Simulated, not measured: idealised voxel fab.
Process module, titled voxel trench capacitor
We display cut, a cross-section 205 nm in width whose square cells are each 5 nm.
We lay out every cross-section as a grid of square cells and spell it out in bands from the top down, where one band means one or more rows of cells.
Each band's line starts with the height of the band's top and of its bottom, in nm. Then come its materials from left to right, each with its width in nm. One material with "full width" fills the band from edge to edge. "air" is empty space.
Where do heights start? At 0: under that level the wafer as delivered is made of one material only. And the lowest band has no floor; it just carries on downward, as in "0 and below".
Width spec "30->40" -> top row of cells at first value, bottom row at second value, equal per-row change in between.
"left unchanged" means the step left every cell of the cross-section as it was.
"Sealed internal cavities" specifies each empty space that is not open to the top and that occupies no fewer than 8 cells, using the form width x height at distance, the distance measured from the left edge and all three quantities in nm.
Anything after a step's settings on that line? It's the simulator's own note about the step.
"overlay nm" answers the question of how far to the right of plan the mask lay on a step that has a mask, and when it is negative the answer is to the left.

The planned process steps are enumerated hereunder:
step 1: RECEIVE: material Si
step 2: CONFORMAL_DEP: material SiN, thk nm 5
step 3: DIRECTIONAL_DEP: material aC, thk nm 10
step 4: PATTERN: tone open, mask id TRENCH, material resist, width nm 20, pitch nm 50, thk nm 30, overlay nm -15
step 5: DIRECTIONAL_ETCH: etch materials aC, depth nm 10
step 6: STRIP: etch materials resist
step 7: DIRECTIONAL_ETCH: etch materials SiN, depth nm 5
step 8: DIRECTIONAL_ETCH: etch materials Si, depth nm 25
step 9: STRIP: etch materials aC
step 10: CONFORMAL_DEP: material Al2O3, thk nm 5
step 11: FILL_DEP: material polySi, thk nm 5
step 12: CMP: height nm 5
Don't read the plan's overlay nm for step 4 as applying to every wafer: that's the first wafer's value, and the wafers differ in it, though they all start identical.

As received, i.e. after step 1: cross-section through the first of several wafers:
* 0 and below  Si full width
* Sealed internal cavities: none

Note: the following table is arranged by wafer, a row apiece. Each row reports the end-of-module state: per material, cells gained (+) or cells lost (-) compared with the wafer as received; closed voids follow:
overlay nm -15; +28 Al2O3; -40 Si; +33 SiN; +20 polySi; Sealed internal cavities: none
overlay nm -10; +28 Al2O3; -40 Si; +33 SiN; +20 polySi; Sealed internal cavities: none
overlay nm -5; +28 Al2O3; -40 Si; +33 SiN; +20 polySi; Sealed internal cavities: none
overlay nm 0; +28 Al2O3; -40 Si; +33 SiN; +20 polySi; Sealed internal cavities: none
overlay nm 5; +28 Al2O3; -40 Si; +33 SiN; +20 polySi; Sealed internal cavities: none
overlay nm 10; +28 Al2O3; -40 Si; +33 SiN; +20 polySi; Sealed internal cavities: none
overlay nm 15; +28 Al2O3; -40 Si; +33 SiN; +20 polySi; Sealed internal cavities: none
